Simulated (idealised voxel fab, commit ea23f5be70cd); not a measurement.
process module | voxel capacitor over wiring
Pictured: cross-section cut, 300 nm wide, on a grid of 5 nm square cells.
This document writes a cross-section as a grid whose cells are square, and gives it as bands, listed from the top down; one or more rows of cells form a band.
Band entry format. Leading values: height of top, height of bottom, nm. Remainder: materials in left-to-right order, each with its width in nm. Special words: "everywhere" on a single material, which then fills the band edge to edge; "blank", empty space.
All heights in this document are referenced to 0, defined as the level beneath which the wafer, as received, consists entirely of one material. The lowest band is not bounded below; it extends indefinitely downward and is written in the form "0..down".
A width given as "30->40" starts at the first number in the band's top row and ends at the second number in its bottom row, shifting by an equal amount at every step from row to row.
Step marked "no alteration"? Then no cell in the cross-section changed in it.
Entry "Unvented voids" = empty spaces >= 8 cells with no open way to the top; each as width x height at distance, distance from left edge, all nm.
Formally, on a step line, whatever follows the settings is a remark that the simulator itself makes on the step.
A step's line can hold "overlay nm"; with a mask on that step, the setting says how far right of the planned place the mask lay, while a negative setting says it lay to the left.
-- Planned process steps
1: RECEIVE (material Si)
2: CONFORMAL_DEP (material SiO2; thk nm 15)
3: CONFORMAL_DEP (material SiN; thk nm 5)
4: DIRECTIONAL_DEP (material lowk; thk nm 20)
5: PATTERN (tone open; mask id METAL_1; material resist; width nm 20; pitch nm 90; thk nm 20; overlay nm 0)
6: DIRECTIONAL_ETCH (etch materials lowk; depth nm 20)
7: DIRECTIONAL_ETCH (etch materials SiN; depth nm 5)
8: STRIP (etch materials resist)
9: CONFORMAL_DEP (material TiN; thk nm 5)
10: FILL_DEP (material Cu; thk nm 5)
11: CMP (height nm 40)
12: CONFORMAL_DEP (material SiCN; thk nm 5)
13: DIRECTIONAL_DEP (material lowk; thk nm 20)
14: PATTERN (tone open; mask id PLUG_1; material resist; width nm 15; thk nm 20; overlay nm 0)
15: DIRECTIONAL_ETCH (etch materials lowk; depth nm 20)
16: DIRECTIONAL_ETCH (etch materials SiCN; depth nm 5)
17: STRIP (etch materials resist)
18: CONFORMAL_DEP (material TiN; thk nm 5)
19: FILL_DEP (material Ru; thk nm 10)
20: CMP (height nm 65)
21: DIRECTIONAL_DEP (material TiN; thk nm 5)
22: DIRECTIONAL_DEP (material HfO2; thk nm 5)
23: DIRECTIONAL_DEP (material TiN; thk nm 5)
24: DIRECTIONAL_DEP (material aC; thk nm 15)
25: PATTERN (tone cover; mask id UPPER_PLATE; material resist; width nm 75; thk nm 35; overlay nm 0)
26: DIRECTIONAL_ETCH (etch materials aC; depth nm 15)
27: STRIP (etch materials resist)
28: DIRECTIONAL_ETCH (etch materials TiN; depth nm 5)
29: DIRECTIONAL_ETCH (etch materials HfO2; depth nm 5)
30: STRIP (etch materials aC)
31: MASKED_ETCH (tone cover; mask id LOWER_PLATE; width nm 85; etch materials TiN; depth nm 5; overlay nm 0)
32: FILL_DEP (material SiO2; thk nm 15)
33: CMP (height nm 90)
34: MASKED_ETCH (tone open; mask id PLUG_2; width nm 15; etch materials SiO2; depth nm 10; overlay nm 0)
35: CONFORMAL_DEP (material TiN; thk nm 5)
36: FILL_DEP (material Cu; thk nm 10)
37: CMP (height nm 90)
38: CONFORMAL_DEP (material SiCN; thk nm 5)
-- As received (post step 1): cross-section
0..down  Si everywhere
Unvented voids: none
-- Run as planned - first of the two wafers cross-sectioned at the end of the module
95..90  SiCN everywhere
90..85  110 SiO2 / 5 TiN / 5 Cu / 5 TiN / 175 SiO2
85..75  110->100 SiO2 / 15->75 TiN / 175->125 SiO2
75..70  100 SiO2 / 75 HfO2 / 125 SiO2
70..65  95 SiO2 / 85 TiN / 120 SiO2
65..45  100 lowk / 5 TiN / 5 Ru / 5 TiN / 185 lowk
45..40  100 SiCN / 15 TiN / 185 SiCN
40..20  95 lowk / 5 TiN / 10 Cu / 5 TiN / 70 lowk / 5 TiN / 10 Cu / 5 TiN / 95 lowk
20..15  95 SiN / 20 TiN / 70 SiN / 20 TiN / 95 SiN
15..0  SiO2 everywhere
0..down  Si everywhere
Unvented voids: none
-- Wafer two cross-section, module end. Start and plan unchanged from wafer one; one mistake made during the run
95..90  SiCN everywhere
90..85  110 SiO2 / 5 TiN / 5 Cu / 5 TiN / 175 SiO2
85..75  110->100 SiO2 / 15->75 TiN / 175->125 SiO2
75..70  100 SiO2 / 75 HfO2 / 125 SiO2
70..65  SiN everywhere
65..45  100 lowk / 5 TiN / 5 Ru / 5 TiN / 185 lowk
45..40  100 SiCN / 15 TiN / 185 SiCN
40..20  95 lowk / 5 TiN / 10 Cu / 5 TiN / 70 lowk / 5 TiN / 10 Cu / 5 TiN / 95 lowk
20..15  95 SiN / 20 TiN / 70 SiN / 20 TiN / 95 SiN
15..0  SiO2 everywhere
0..down  Si everywhere
Unvented voids: none
What broke from the plan during processing? step 21 ran differently from the plan; actual operation with settings: DIRECTIONAL_DEP (material SiN; thk nm 5)
Counted in cells at the end, the second wafer holds more or fewer of these materials than the first: SiN +60; SiO2 -43; TiN -17
